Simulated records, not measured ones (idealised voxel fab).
The process module that follows is named voxel self aligned vias.
FYI the section here is cut, 210 nm wide, cells are 5 nm squares.
Cross-section, as written here: a square-cell grid given band by band from the top down, where a band holds one or more rows of cells.
Quick guide to a band line: top height, bottom height (nm) up front; then every material left to right with its width in nm. Only one material and it's marked "edge to edge"? Then it fills the band edge to edge. And "air" just means empty space.
Note: height 0 marks the level under which the wafer is uniformly one material as received. Lowest band unbounded below, written "0 down".
With a width like "30->40", each row of cells in the band differs from the next by the same amount, the top row carrying the first number and the bottom row the second.
"remains unaltered" after a step means that no cell of the cross-section changed.
"Trapped voids" - sealed voids, min. 8 cells, no opening to top; format: width x height at distance (distance from left edge; nm throughout).
That trailing text on a step's line, after the settings, is the simulator's own remark on the step.
"overlay nm" answers the question of how far to the right of plan the mask lay on a step that has a mask, and when it is negative the answer is to the left.
Pairs from here to the end. Each: cross-section before one process step, cross-section after it, the latter only as far down as the lowest band that changed. Under each: the step between, and its settings. Mind that the pairs may be taken from different runs of this module on the same starting wafer; whether a pair continues from the pair above depends on its entry headed "Status before step", and it does only where that entry says so.

[Status before step]
- 0 down: Si edge to edge
- Trapped voids: none

[Resulting Structure]
- 15 to 0: SiO2 edge to edge
- Whatever lies below 0 is exactly as it was before.
- Trapped voids: none
Can you name the step between the two cross-sections above? It is CONFORMAL_DEP (material SiO2; thk nm 15)

Status before step: after-step cross-section of the pair just above applies.

[Resulting Structure]
- 20 to 15: SiCN edge to edge
- Whatever lies below 15 is exactly as it was before.
- Trapped voids: none
Can you name the step between the two cross-sections above? It is CONFORMAL_DEP (material SiCN; thk nm 5)

Status before step: after-step cross-section of the pair just above applies.

[Resulting Structure]
- 45 to 20: SiO2 edge to edge
- Whatever lies below 20 is exactly as it was before.
- Trapped voids: none
Can you name the step between the two cross-sections above? It is DIRECTIONAL_DEP (material SiO2; thk nm 25)

Status before step: after-step cross-section of the pair just above applies.

[Resulting Structure]
- 60 to 45: 65 of resist / 20 of air / 40 of resist / 20 of air / 65 of resist
- Whatever lies below 45 is exactly as it was before.
- Trapped voids: none
Can you name the step between the two cross-sections above? It is PATTERN (tone open; mask id LINES; material resist; width nm 20; pitch nm 60; thk nm 15; overlay nm 0)

Status before step: after-step cross-section of the pair just above applies.

[Resulting Structure]
- 60 to 45: 65 of resist / 20 of air / 40 of resist / 20 of air / 65 of resist
- 45 to 20: 65 of SiO2 / 20 of air / 40 of SiO2 / 20 of air / 65 of SiO2
- Whatever lies below 20 is exactly as it was before.
- Trapped voids: none
Can you name the step between the two cross-sections above? It is DIRECTIONAL_ETCH (etch materials SiO2; depth nm 25)

Status before step: after-step cross-section of the pair just above applies.

[Resulting Structure]
- 45 to 20: 65 of SiO2 / 20 of air / 40 of SiO2 / 20 of air / 65 of SiO2
- Whatever lies below 20 is exactly as it was before.
- Trapped voids: none
Can you name the step between the two cross-sections above? It is STRIP (etch materials resist)

Status before step: after-step cross-section of the pair just above applies.

[Resulting Structure]
- 50 to 45: 70 of TiN / 10 of air / 50 of TiN / 10 of air / 70 of TiN
- 45 to 25: 65 of SiO2 / 5 of TiN / 10 of air / 5 of TiN / 40 of SiO2 / 5 of TiN / 10 of air / 5 of TiN / 65 of SiO2
- 25 to 20: 65 of SiO2 / 20 of TiN / 40 of SiO2 / 20 of TiN / 65 of SiO2
- Whatever lies below 20 is exactly as it was before.
- Trapped voids: none
Can you name the step between the two cross-sections above? It is CONFORMAL_DEP (material TiN; thk nm 5)

Status before step: after-step cross-section of the pair just above applies.

[Resulting Structure]
- 55 to 50: Ru edge to edge
- 50 to 45: 70 of TiN / 10 of Ru / 50 of TiN / 10 of Ru / 70 of TiN
- 45 to 25: 65 of SiO2 / 5 of TiN / 10 of Ru / 5 of TiN / 40 of SiO2 / 5 of TiN / 10 of Ru / 5 of TiN / 65 of SiO2
- Whatever lies below 25 is exactly as it was before.
- Trapped voids: none
Can you name the step between the two cross-sections above? It is FILL_DEP (material Ru; thk nm 5)

Status before step: after-step cross-section of the pair just above applies.

[Resulting Structure]
- 45 to 25: 65 of SiO2 / 5 of TiN / 10 of Ru / 5 of TiN / 40 of SiO2 / 5 of TiN / 10 of Ru / 5 of TiN / 65 of SiO2
- Whatever lies below 25 is exactly as it was before.
- Trapped voids: none
Can you name the step between the two cross-sections above? It is CMP (height nm 45)

Status before step: after-step cross-section of the pair just above applies.

[Resulting Structure]
- 45 to 35: 65 of SiO2 / 20 of air / 40 of SiO2 / 20 of air / 65 of SiO2
- Whatever lies below 35 is exactly as it was before.
- Trapped voids: none
Can you name the step between the two cross-sections above? It is SELECTIVE_ETCH (etch materials W Ru TiN; depth nm 10)

Status before step: after-step cross-section of the pair just above applies.

[Resulting Structure]
- 50 to 45: SiN edge to edge
- 45 to 35: 65 of SiO2 / 20 of SiN / 40 of SiO2 / 20 of SiN / 65 of SiO2
- Whatever lies below 35 is exactly as it was before.
- Trapped voids: none
Can you name the step between the two cross-sections above? It is FILL_DEP (material SiN; thk nm 5)

Status before step: after-step cross-section of the pair just above applies.

[Resulting Structure]
- 45 to 35: 65 of SiO2 / 20 of SiN / 40 of SiO2 / 20 of SiN / 65 of SiO2
- Whatever lies below 35 is exactly as it was before.
- Trapped voids: none
Can you name the step between the two cross-sections above? It is CMP (height nm 45)

Status before step: after-step cross-section of the pair just above applies.

[Resulting Structure]
- 65 to 45: SiO2 edge to edge
- Whatever lies below 45 is exactly as it was before.
- Trapped voids: none
Can you name the step between the two cross-sections above? It is DIRECTIONAL_DEP (material SiO2; thk nm 20)

Status before step: after-step cross-section of the pair just above applies.

[Resulting Structure]
- 75 to 65: aC edge to edge
- Whatever lies below 65 is exactly as it was before.
- Trapped voids: none
Can you name the step between the two cross-sections above? It is DIRECTIONAL_DEP (material aC; thk nm 10)

Status before step: after-step cross-section of the pair just above applies.

[Resulting Structure]
- 105 to 75: 60 of resist / 30 of air / 120 of resist
- Whatever lies below 75 is exactly as it was before.
- Trapped voids: none
Can you name the step between the two cross-sections above? It is PATTERN (tone open; mask id VIAS; material resist; width nm 30; thk nm 30; overlay nm 0)

Status before step: after-step cross-section of the pair just above applies.

[Resulting Structure]
- 95 to 75: 60 of resist / 30 of air / 120 of resist
- 75 to 65: 60 of aC / 30 of air / 120 of aC
- Whatever lies below 65 is exactly as it was before.
- Trapped voids: none
Can you name the step between the two cross-sections above? It is DIRECTIONAL_ETCH (etch materials aC; depth nm 10)

Status before step: after-step cross-section of the pair just above applies.

[Resulting Structure]
- 75 to 65: 60 of aC / 30 of air / 120 of aC
- Whatever lies below 65 is exactly as it was before.
- Trapped voids: none
Can you name the step between the two cross-sections above? It is STRIP (etch materials resist)

Status before step: after-step cross-section of the pair just above applies.

[Resulting Structure]
- 75 to 65: 60 of aC / 30 of air / 120 of aC
- 65 to 45: 60 of SiO2 / 30 of air / 120 of SiO2
- Whatever lies below 45 is exactly as it was before.
- Trapped voids: none
Can you name the step between the two cross-sections above? It is DIRECTIONAL_ETCH (etch materials SiO2; depth nm 20)

Status before step: after-step cross-section of the pair just above applies.

[Resulting Structure]
- 75 to 65: 60 of aC / 30 of air / 120 of aC
- 65 to 45: 60 of SiO2 / 30 of air / 120 of SiO2
- 45 to 35: 65 of SiO2 / 20 of air / 40 of SiO2 / 20 of SiN / 65 of SiO2
- Whatever lies below 35 is exactly as it was before.
- Trapped voids: none
Can you name the step between the two cross-sections above? It is DIRECTIONAL_ETCH (etch materials SiN; depth nm 10)

Status before step: after-step cross-section of the pair just above applies.

[Resulting Structure]
- 65 to 45: 60 of SiO2 / 30 of air / 120 of SiO2
- Whatever lies below 45 is exactly as it was before.
- Trapped voids: none
Can you name the step between the two cross-sections above? It is STRIP (etch materials aC)

Status before step: after-step cross-section of the pair just above applies.

[Resulting Structure]
- 70 to 65: 65 of TiN / 20 of air / 125 of TiN
- 65 to 50: 60 of SiO2 / 5 of TiN / 20 of air / 5 of TiN / 120 of SiO2
- 50 to 45: 60 of SiO2 / 10 of TiN / 10 of air / 10 of TiN / 120 of SiO2
- 45 to 40: 65 of SiO2 / 5 of TiN / 10 of air / 5 of TiN / 40 of SiO2 / 20 of SiN / 65 of SiO2
- 40 to 35: 65 of SiO2 / 20 of TiN / 40 of SiO2 / 20 of SiN / 65 of SiO2
- Whatever lies below 35 is exactly as it was before.
- Trapped voids: none
Can you name the step between the two cross-sections above? It is CONFORMAL_DEP (material TiN; thk nm 5)

Status before step: after-step cross-section of the pair just above applies.

[Resulting Structure]
- 75 to 70: Cu edge to edge
- 70 to 65: 65 of TiN / 20 of Cu / 125 of TiN
- 65 to 50: 60 of SiO2 / 5 of TiN / 20 of Cu / 5 of TiN / 120 of SiO2
- 50 to 45: 60 of SiO2 / 10 of TiN / 10 of Cu / 10 of TiN / 120 of SiO2
- 45 to 40: 65 of SiO2 / 5 of TiN / 10 of Cu / 5 of TiN / 40 of SiO2 / 20 of SiN / 65 of SiO2
- Whatever lies below 40 is exactly as it was before.
- Trapped voids: none
Can you name the step between the two cross-sections above? It is FILL_DEP (material Cu; thk nm 5)

Status before step: after-step cross-section of the pair just above applies.

[Resulting Structure]
- 65 to 50: 60 of SiO2 / 5 of TiN / 20 of Cu / 5 of TiN / 120 of SiO2
- Whatever lies below 50 is exactly as it was before.
- Trapped voids: none
Can you name the step between the two cross-sections above? It is CMP (height nm 65)

Status before step: after-step cross-section of the pair just above applies.

[Resulting Structure]
- 70 to 65: SiCN edge to edge
- Whatever lies below 65 is exactly as it was before.
- Trapped voids: none
Can you name the step between the two cross-sections above? It is CONFORMAL_DEP (material SiCN; thk nm 5)

[Status before step]
- 15 to 0: SiO2 edge to edge
- 0 down: Si edge to edge
- Trapped voids: none

[Resulting Structure]
- 40 to 0: SiO2 edge to edge
- Whatever lies below 0 is exactly as it was before.
- Trapped voids: none
Can you name the step between the two cross-sections above? It is DIRECTIONAL_DEP (material SiO2; thk nm 25)

Status before step: after-step cross-section of the pair just above applies.

[Resulting Structure]
- 55 to 40: 65 of resist / 20 of air / 40 of resist / 20 of air / 65 of resist
- Whatever lies below 40 is exactly as it was before.
- Trapped voids: none
Can you name the step between the two cross-sections above? It is PATTERN (tone open; mask id LINES; material resist; width nm 20; pitch nm 60; thk nm 15; overlay nm 0)

Status before step: after-step cross-section of the pair just above applies.

[Resulting Structure]
- 55 to 40: 65 of resist / 20 of air / 40 of resist / 20 of air / 65 of resist
- 40 to 15: 65 of SiO2 / 20 of air / 40 of SiO2 / 20 of air / 65 of SiO2
- Whatever lies below 15 is exactly as it was before.
- Trapped voids: none
Can you name the step between the two cross-sections above? It is DIRECTIONAL_ETCH (etch materials SiO2; depth nm 25)

Status before step: after-step cross-section of the pair just above applies.

[Resulting Structure]
- 40 to 15: 65 of SiO2 / 20 of air / 40 of SiO2 / 20 of air / 65 of SiO2
- Whatever lies below 15 is exactly as it was before.
- Trapped voids: none
Can you name the step between the two cross-sections above? It is STRIP (etch materials resist)

Status before step: after-step cross-section of the pair just above applies.

[Resulting Structure]
- 45 to 40: 70 of TiN / 10 of air / 50 of TiN / 10 of air / 70 of TiN
- 40 to 20: 65 of SiO2 / 5 of TiN / 10 of air / 5 of TiN / 40 of SiO2 / 5 of TiN / 10 of air / 5 of TiN / 65 of SiO2
- 20 to 15: 65 of SiO2 / 20 of TiN / 40 of SiO2 / 20 of TiN / 65 of SiO2
- Whatever lies below 15 is exactly as it was before.
- Trapped voids: none
Can you name the step between the two cross-sections above? It is CONFORMAL_DEP (material TiN; thk nm 5)

Status before step: after-step cross-section of the pair just above applies.

[Resulting Structure]
- 50 to 45: Ru edge to edge
- 45 to 40: 70 of TiN / 10 of Ru / 50 of TiN / 10 of Ru / 70 of TiN
- 40 to 20: 65 of SiO2 / 5 of TiN / 10 of Ru / 5 of TiN / 40 of SiO2 / 5 of TiN / 10 of Ru / 5 of TiN / 65 of SiO2
- Whatever lies below 20 is exactly as it was before.
- Trapped voids: none
Can you name the step between the two cross-sections above? It is FILL_DEP (material Ru; thk nm 5)

Status before step: after-step cross-section of the pair just above applies.

[Resulting Structure]
- 45 to 40: 70 of TiN / 10 of Ru / 50 of TiN / 10 of Ru / 70 of TiN
- Whatever lies below 40 is exactly as it was before.
- Trapped voids: none
Can you name the step between the two cross-sections above? It is CMP (height nm 45)

Status before step: after-step cross-section of the pair just above applies.

[Resulting Structure]
- 40 to 35: 65 of SiO2 / 20 of air / 40 of SiO2 / 20 of air / 65 of SiO2
- Whatever lies below 35 is exactly as it was before.
- Trapped voids: none
Can you name the step between the two cross-sections above? It is SELECTIVE_ETCH (etch materials W Ru TiN; depth nm 10)

Status before step: after-step cross-section of the pair just above applies.

[Resulting Structure]
- 45 to 40: SiN edge to edge
- 40 to 35: 65 of SiO2 / 20 of SiN / 40 of SiO2 / 20 of SiN / 65 of SiO2
- Whatever lies below 35 is exactly as it was before.
- Trapped voids: none
Can you name the step between the two cross-sections above? It is FILL_DEP (material SiN; thk nm 5)

Status before step: after-step cross-section of the pair just above applies.

[Resulting Structure]
- 65 to 45: SiO2 edge to edge
- Whatever lies below 45 is exactly as it was before.
- Trapped voids: none
Can you name the step between the two cross-sections above? It is DIRECTIONAL_DEP (material SiO2; thk nm 20)

Status before step: after-step cross-section of the pair just above applies.

[Resulting Structure]
- 75 to 65: aC edge to edge
- Whatever lies below 65 is exactly as it was before.
- Trapped voids: none
Can you name the step between the two cross-sections above? It is DIRECTIONAL_DEP (material aC; thk nm 10)

Status before step: after-step cross-section of the pair just above applies.

[Resulting Structure]
- 105 to 75: 60 of resist / 30 of air / 120 of resist
- Whatever lies below 75 is exactly as it was before.
- Trapped voids: none
Can you name the step between the two cross-sections above? It is PATTERN (tone open; mask id VIAS; material resist; width nm 30; thk nm 30; overlay nm 0)

Status before step: after-step cross-section of the pair just above applies.

[Resulting Structure]
- 95 to 75: 60 of resist / 30 of air / 120 of resist
- 75 to 65: 60 of aC / 30 of air / 120 of aC
- Whatever lies below 65 is exactly as it was before.
- Trapped voids: none
Can you name the step between the two cross-sections above? It is DIRECTIONAL_ETCH (etch materials aC; depth nm 10)

Status before step: after-step cross-section of the pair just above applies.

[Resulting Structure]
- 75 to 65: 60 of aC / 30 of air / 120 of aC
- Whatever lies below 65 is exactly as it was before.
- Trapped voids: none
Can you name the step between the two cross-sections above? It is STRIP (etch materials resist)

Status before step: after-step cross-section of the pair just above applies.

[Resulting Structure]
- 75 to 65: 60 of aC / 30 of air / 120 of aC
- 65 to 45: 60 of SiO2 / 30 of air / 120 of SiO2
- Whatever lies below 45 is exactly as it was before.
- Trapped voids: none
Can you name the step between the two cross-sections above? It is DIRECTIONAL_ETCH (etch materials SiO2; depth nm 20)

Status before step: after-step cross-section of the pair just above applies.

[Resulting Structure]
- 75 to 65: 60 of aC / 30 of air / 120 of aC
- 65 to 45: 60 of SiO2 / 30 of air / 120 of SiO2
- 45 to 40: 60 of SiN / 30 of air / 120 of SiN
- 40 to 35: 65 of SiO2 / 20 of air / 40 of SiO2 / 20 of SiN / 65 of SiO2
- Whatever lies below 35 is exactly as it was before.
- Trapped voids: none
Can you name the step between the two cross-sections above? It is DIRECTIONAL_ETCH (etch materials SiN; depth nm 10)

Status before step: after-step cross-section of the pair just above applies.

[Resulting Structure]
- 65 to 45: 60 of SiO2 / 30 of air / 120 of SiO2
- Whatever lies below 45 is exactly as it was before.
- Trapped voids: none
Can you name the step between the two cross-sections above? It is STRIP (etch materials aC)

Status before step: after-step cross-section of the pair just above applies.

[Resulting Structure]
- 70 to 65: 65 of TiN / 20 of air / 125 of TiN
- 65 to 45: 60 of SiO2 / 5 of TiN / 20 of air / 5 of TiN / 120 of SiO2
- 45 to 40: 60 of SiN / 10 of TiN / 10 of air / 10 of TiN / 120 of SiN
- 40 to 35: 65 of SiO2 / 20 of TiN / 40 of SiO2 / 20 of SiN / 65 of SiO2
- Whatever lies below 35 is exactly as it was before.
- Trapped voids: none
Can you name the step between the two cross-sections above? It is CONFORMAL_DEP (material TiN; thk nm 5)

Status before step: after-step cross-section of the pair just above applies.

[Resulting Structure]
- 75 to 70: Cu edge to edge
- 70 to 65: 65 of TiN / 20 of Cu / 125 of TiN
- 65 to 45: 60 of SiO2 / 5 of TiN / 20 of Cu / 5 of TiN / 120 of SiO2
- 45 to 40: 60 of SiN / 10 of TiN / 10 of Cu / 10 of TiN / 120 of SiN
- Whatever lies below 40 is exactly as it was before.
- Trapped voids: none
Can you name the step between the two cross-sections above? It is FILL_DEP (material Cu; thk nm 5)

Status before step: after-step cross-section of the pair just above applies.

[Resulting Structure]
- 65 to 45: 60 of SiO2 / 5 of TiN / 20 of Cu / 5 of TiN / 120 of SiO2
- Whatever lies below 45 is exactly as it was before.
- Trapped voids: none
Can you name the step between the two cross-sections above? It is CMP (height nm 65)

Status before step: after-step cross-section of the pair just above applies.

[Resulting Structure]
- 70 to 65: SiCN edge to edge
- Whatever lies below 65 is exactly as it was before.
- Trapped voids: none
Can you name the step between the two cross-sections above? It is CONFORMAL_DEP (material SiCN; thk nm 5)

[Status before step]
- 15 to 0: SiO2 edge to edge
- 0 down: Si edge to edge
- Trapped voids: none

[Resulting Structure]
- 30 to 0: SiO2 edge to edge
- Whatever lies below 0 is exactly as it was before.
- Trapped voids: none
Can you name the step between the two cross-sections above? It is CONFORMAL_DEP (material SiO2; thk nm 15)

Status before step: after-step cross-section of the pair just above applies.

[Resulting Structure]
- 35 to 30: SiCN edge to edge
- Whatever lies below 30 is exactly as it was before.
- Trapped voids: none
Can you name the step between the two cross-sections above? It is CONFORMAL_DEP (material SiCN; thk nm 5)

Status before step: after-step cross-section of the pair just above applies.

[Resulting Structure]
- 60 to 35: SiO2 edge to edge
- Whatever lies below 35 is exactly as it was before.
- Trapped voids: none
Can you name the step between the two cross-sections above? It is DIRECTIONAL_DEP (material SiO2; thk nm 25)

Status before step: after-step cross-section of the pair just above applies.

[Resulting Structure]
- 75 to 60: 65 of resist / 20 of air / 40 of resist / 20 of air / 65 of resist
- Whatever lies below 60 is exactly as it was before.
- Trapped voids: none
Can you name the step between the two cross-sections above? It is PATTERN (tone open; mask id LINES; material resist; width nm 20; pitch nm 60; thk nm 15; overlay nm 0)

Status before step: after-step cross-section of the pair just above applies.

[Resulting Structure]
- 75 to 60: 65 of resist / 20 of air / 40 of resist / 20 of air / 65 of resist
- 60 to 35: 65 of SiO2 / 20 of air / 40 of SiO2 / 20 of air / 65 of SiO2
- Whatever lies below 35 is exactly as it was before.
- Trapped voids: none
Can you name the step between the two cross-sections above? It is DIRECTIONAL_ETCH (etch materials SiO2; depth nm 25)

Status before step: after-step cross-section of the pair just above applies.

[Resulting Structure]
- 60 to 35: 65 of SiO2 / 20 of air / 40 of SiO2 / 20 of air / 65 of SiO2
- Whatever lies below 35 is exactly as it was before.
- Trapped voids: none
Can you name the step between the two cross-sections above? It is STRIP (etch materials resist)

Status before step: after-step cross-section of the pair just above applies.

[Resulting Structure]
- 65 to 60: 70 of TiN / 10 of air / 50 of TiN / 10 of air / 70 of TiN
- 60 to 40: 65 of SiO2 / 5 of TiN / 10 of air / 5 of TiN / 40 of SiO2 / 5 of TiN / 10 of air / 5 of TiN / 65 of SiO2
- 40 to 35: 65 of SiO2 / 20 of TiN / 40 of SiO2 / 20 of TiN / 65 of SiO2
- Whatever lies below 35 is exactly as it was before.
- Trapped voids: none
Can you name the step between the two cross-sections above? It is CONFORMAL_DEP (material TiN; thk nm 5)

Status before step: after-step cross-section of the pair just above applies.

[Resulting Structure]
- 70 to 65: Ru edge to edge
- 65 to 60: 70 of TiN / 10 of Ru / 50 of TiN / 10 of Ru / 70 of TiN
- 60 to 40: 65 of SiO2 / 5 of TiN / 10 of Ru / 5 of TiN / 40 of SiO2 / 5 of TiN / 10 of Ru / 5 of TiN / 65 of SiO2
- Whatever lies below 40 is exactly as it was before.
- Trapped voids: none
Can you name the step between the two cross-sections above? It is FILL_DEP (material Ru; thk nm 5)

Status before step: after-step cross-section of the pair just above applies.

[Resulting Structure]
- 45 to 40: 65 of SiO2 / 5 of TiN / 10 of Ru / 5 of TiN / 40 of SiO2 / 5 of TiN / 10 of Ru / 5 of TiN / 65 of SiO2
- Whatever lies below 40 is exactly as it was before.
- Trapped voids: none
Can you name the step between the two cross-sections above? It is CMP (height nm 45)

Status before step: after-step cross-section of the pair just above applies.

[Resulting Structure]
- 45 to 35: 65 of SiO2 / 20 of air / 40 of SiO2 / 20 of air / 65 of SiO2
- Whatever lies below 35 is exactly as it was before.
- Trapped voids: none
Can you name the step between the two cross-sections above? It is SELECTIVE_ETCH (etch materials W Ru TiN; depth nm 10)

Status before step: after-step cross-section of the pair just above applies.

[Resulting Structure]
- 50 to 45: SiN edge to edge
- 45 to 35: 65 of SiO2 / 20 of SiN / 40 of SiO2 / 20 of SiN / 65 of SiO2
- Whatever lies below 35 is exactly as it was before.
- Trapped voids: none
Can you name the step between the two cross-sections above? It is FILL_DEP (material SiN; thk nm 5)

Status before step: after-step cross-section of the pair just above applies.

[Resulting Structure]
- 45 to 35: 65 of SiO2 / 20 of SiN / 40 of SiO2 / 20 of SiN / 65 of SiO2
- Whatever lies below 35 is exactly as it was before.
- Trapped voids: none
Can you name the step between the two cross-sections above? It is CMP (height nm 45)

Status before step: after-step cross-section of the pair just above applies.

[Resulting Structure]
- 65 to 45: SiO2 edge to edge
- Whatever lies below 45 is exactly as it was before.
- Trapped voids: none
Can you name the step between the two cross-sections above? It is DIRECTIONAL_DEP (material SiO2; thk nm 20)

Status before step: after-step cross-section of the pair just above applies.

[Resulting Structure]
- 75 to 65: aC edge to edge
- Whatever lies below 65 is exactly as it was before.
- Trapped voids: none
Can you name the step between the two cross-sections above? It is DIRECTIONAL_DEP (material aC; thk nm 10)

Status before step: after-step cross-section of the pair just above applies.

[Resulting Structure]
- 105 to 75: 60 of resist / 30 of air / 120 of resist
- Whatever lies below 75 is exactly as it was before.
- Trapped voids: none
Can you name the step between the two cross-sections above? It is PATTERN (tone open; mask id VIAS; material resist; width nm 30; thk nm 30; overlay nm 0)

Status before step: after-step cross-section of the pair just above applies.

[Resulting Structure]
- 95 to 75: 60 of resist / 30 of air / 120 of resist
- 75 to 65: 60 of aC / 30 of air / 120 of aC
- Whatever lies below 65 is exactly as it was before.
- Trapped voids: none
Can you name the step between the two cross-sections above? It is DIRECTIONAL_ETCH (etch materials aC; depth nm 10)

Status before step: after-step cross-section of the pair just above applies.

[Resulting Structure]
- 75 to 65: 60 of aC / 30 of air / 120 of aC
- Whatever lies below 65 is exactly as it was before.
- Trapped voids: none
Can you name the step between the two cross-sections above? It is STRIP (etch materials resist)

Status before step: after-step cross-section of the pair just above applies.

[Resulting Structure]
- 75 to 65: 60 of aC / 30 of air / 120 of aC
- 65 to 45: 60 of SiO2 / 30 of air / 120 of SiO2
- Whatever lies below 45 is exactly as it was before.
- Trapped voids: none
Can you name the step between the two cross-sections above? It is DIRECTIONAL_ETCH (etch materials SiO2; depth nm 20)

Status before step: after-step cross-section of the pair just above applies.

[Resulting Structure]
- 75 to 65: 60 of aC / 30 of air / 120 of aC
- 65 to 45: 60 of SiO2 / 30 of air / 120 of SiO2
- 45 to 35: 65 of SiO2 / 20 of air / 40 of SiO2 / 20 of SiN / 65 of SiO2
- Whatever lies below 35 is exactly as it was before.
- Trapped voids: none
Can you name the step between the two cross-sections above? It is DIRECTIONAL_ETCH (etch materials SiN; depth nm 10)

Status before step: after-step cross-section of the pair just above applies.

[Resulting Structure]
- 65 to 45: 60 of SiO2 / 30 of air / 120 of SiO2
- Whatever lies below 45 is exactly as it was before.
- Trapped voids: none
Can you name the step between the two cross-sections above? It is STRIP (etch materials aC)

Status before step: after-step cross-section of the pair just above applies.

[Resulting Structure]
- 70 to 65: 65 of TiN / 20 of air / 125 of TiN
- 65 to 50: 60 of SiO2 / 5 of TiN / 20 of air / 5 of TiN / 120 of SiO2
- 50 to 45: 60 of SiO2 / 10 of TiN / 10 of air / 10 of TiN / 120 of SiO2
- 45 to 40: 65 of SiO2 / 5 of TiN / 10 of air / 5 of TiN / 40 of SiO2 / 20 of SiN / 65 of SiO2
- 40 to 35: 65 of SiO2 / 20 of TiN / 40 of SiO2 / 20 of SiN / 65 of SiO2
- Whatever lies below 35 is exactly as it was before.
- Trapped voids: none
Can you name the step between the two cross-sections above? It is CONFORMAL_DEP (material TiN; thk nm 5)

Status before step: after-step cross-section of the pair just above applies.

[Resulting Structure]
- 75 to 70: Cu edge to edge
- 70 to 65: 65 of TiN / 20 of Cu / 125 of TiN
- 65 to 50: 60 of SiO2 / 5 of TiN / 20 of Cu / 5 of TiN / 120 of SiO2
- 50 to 45: 60 of SiO2 / 10 of TiN / 10 of Cu / 10 of TiN / 120 of SiO2
- 45 to 40: 65 of SiO2 / 5 of TiN / 10 of Cu / 5 of TiN / 40 of SiO2 / 20 of SiN / 65 of SiO2
- Whatever lies below 40 is exactly as it was before.
- Trapped voids: none
Can you name the step between the two cross-sections above? It is FILL_DEP (material Cu; thk nm 5)

Status before step: after-step cross-section of the pair just above applies.

[Resulting Structure]
- 65 to 50: 60 of SiO2 / 5 of TiN / 20 of Cu / 5 of TiN / 120 of SiO2
- Whatever lies below 50 is exactly as it was before.
- Trapped voids: none
Can you name the step between the two cross-sections above? It is CMP (height nm 65)

Status before step: after-step cross-section of the pair just above applies.

[Resulting Structure]
- 70 to 65: SiCN edge to edge
- Whatever lies below 65 is exactly as it was before.
- Trapped voids: none
Can you name the step between the two cross-sections above? It is CONFORMAL_DEP (material SiCN; thk nm 5)

[Status before step]
- 0 down: Si edge to edge
- Trapped voids: none

[Resulting Structure]
- 5 to 0: SiCN edge to edge
- Whatever lies below 0 is exactly as it was before.
- Trapped voids: none
Can you name the step between the two cross-sections above? It is CONFORMAL_DEP (material SiCN; thk nm 5)

Status before step: after-step cross-section of the pair just above applies.

[Resulting Structure]
- 20 to 5: SiO2 edge to edge
- Whatever lies below 5 is exactly as it was before.
- Trapped voids: none
Can you name the step between the two cross-sections above? It is CONFORMAL_DEP (material SiO2; thk nm 15)

Status before step: after-step cross-section of the pair just above applies.

[Resulting Structure]
- 45 to 5: SiO2 edge to edge
- Whatever lies below 5 is exactly as it was before.
- Trapped voids: none
Can you name the step between the two cross-sections above? It is DIRECTIONAL_DEP (material SiO2; thk nm 25)

Status before step: after-step cross-section of the pair just above applies.

[Resulting Structure]
- 60 to 45: 65 of resist / 20 of air / 40 of resist / 20 of air / 65 of resist
- Whatever lies below 45 is exactly as it was before.
- Trapped voids: none
Can you name the step between the two cross-sections above? It is PATTERN (tone open; mask id LINES; material resist; width nm 20; pitch nm 60; thk nm 15; overlay nm 0)

Status before step: after-step cross-section of the pair just above applies.

[Resulting Structure]
- 60 to 45: 65 of resist / 20 of air / 40 of resist / 20 of air / 65 of resist
- 45 to 20: 65 of SiO2 / 20 of air / 40 of SiO2 / 20 of air / 65 of SiO2
- Whatever lies below 20 is exactly as it was before.
- Trapped voids: none
Can you name the step between the two cross-sections above? It is DIRECTIONAL_ETCH (etch materials SiO2; depth nm 25)

Status before step: after-step cross-section of the pair just above applies.

[Resulting Structure]
- 45 to 20: 65 of SiO2 / 20 of air / 40 of SiO2 / 20 of air / 65 of SiO2
- Whatever lies below 20 is exactly as it was before.
- Trapped voids: none
Can you name the step between the two cross-sections above? It is STRIP (etch materials resist)

Status before step: after-step cross-section of the pair just above applies.

[Resulting Structure]
- 50 to 45: 70 of TiN / 10 of air / 50 of TiN / 10 of air / 70 of TiN
- 45 to 25: 65 of SiO2 / 5 of TiN / 10 of air / 5 of TiN / 40 of SiO2 / 5 of TiN / 10 of air / 5 of TiN / 65 of SiO2
- 25 to 20: 65 of SiO2 / 20 of TiN / 40 of SiO2 / 20 of TiN / 65 of SiO2
- Whatever lies below 20 is exactly as it was before.
- Trapped voids: none
Can you name the step between the two cross-sections above? It is CONFORMAL_DEP (material TiN; thk nm 5)

Status before step: after-step cross-section of the pair just above applies.

[Resulting Structure]
- 55 to 50: Ru edge to edge
- 50 to 45: 70 of TiN / 10 of Ru / 50 of TiN / 10 of Ru / 70 of TiN
- 45 to 25: 65 of SiO2 / 5 of TiN / 10 of Ru / 5 of TiN / 40 of SiO2 / 5 of TiN / 10 of Ru / 5 of TiN / 65 of SiO2
- Whatever lies below 25 is exactly as it was before.
- Trapped voids: none
Can you name the step between the two cross-sections above? It is FILL_DEP (material Ru; thk nm 5)

Status before step: after-step cross-section of the pair just above applies.

[Resulting Structure]
- 45 to 25: 65 of SiO2 / 5 of TiN / 10 of Ru / 5 of TiN / 40 of SiO2 / 5 of TiN / 10 of Ru / 5 of TiN / 65 of SiO2
- Whatever lies below 25 is exactly as it was before.
- Trapped voids: none
Can you name the step between the two cross-sections above? It is CMP (height nm 45)

Status before step: after-step cross-section of the pair just above applies.

[Resulting Structure]
- 45 to 35: 65 of SiO2 / 20 of air / 40 of SiO2 / 20 of air / 65 of SiO2
- Whatever lies below 35 is exactly as it was before.
- Trapped voids: none
Can you name the step between the two cross-sections above? It is SELECTIVE_ETCH (etch materials W Ru TiN; depth nm 10)

Status before step: after-step cross-section of the pair just above applies.

[Resulting Structure]
- 50 to 45: SiN edge to edge
- 45 to 35: 65 of SiO2 / 20 of SiN / 40 of SiO2 / 20 of SiN / 65 of SiO2
- Whatever lies below 35 is exactly as it was before.
- Trapped voids: none
Can you name the step between the two cross-sections above? It is FILL_DEP (material SiN; thk nm 5)

Status before step: after-step cross-section of the pair just above applies.

[Resulting Structure]
- 45 to 35: 65 of SiO2 / 20 of SiN / 40 of SiO2 / 20 of SiN / 65 of SiO2
- Whatever lies below 35 is exactly as it was before.
- Trapped voids: none
Can you name the step between the two cross-sections above? It is CMP (height nm 45)

Status before step: after-step cross-section of the pair just above applies.

[Resulting Structure]
- 65 to 45: SiO2 edge to edge
- Whatever lies below 45 is exactly as it was before.
- Trapped voids: none
Can you name the step between the two cross-sections above? It is DIRECTIONAL_DEP (material SiO2; thk nm 20)

Status before step: after-step cross-section of the pair just above applies.

[Resulting Structure]
- 75 to 65: aC edge to edge
- Whatever lies below 65 is exactly as it was before.
- Trapped voids: none
Can you name the step between the two cross-sections above? It is DIRECTIONAL_DEP (material aC; thk nm 10)
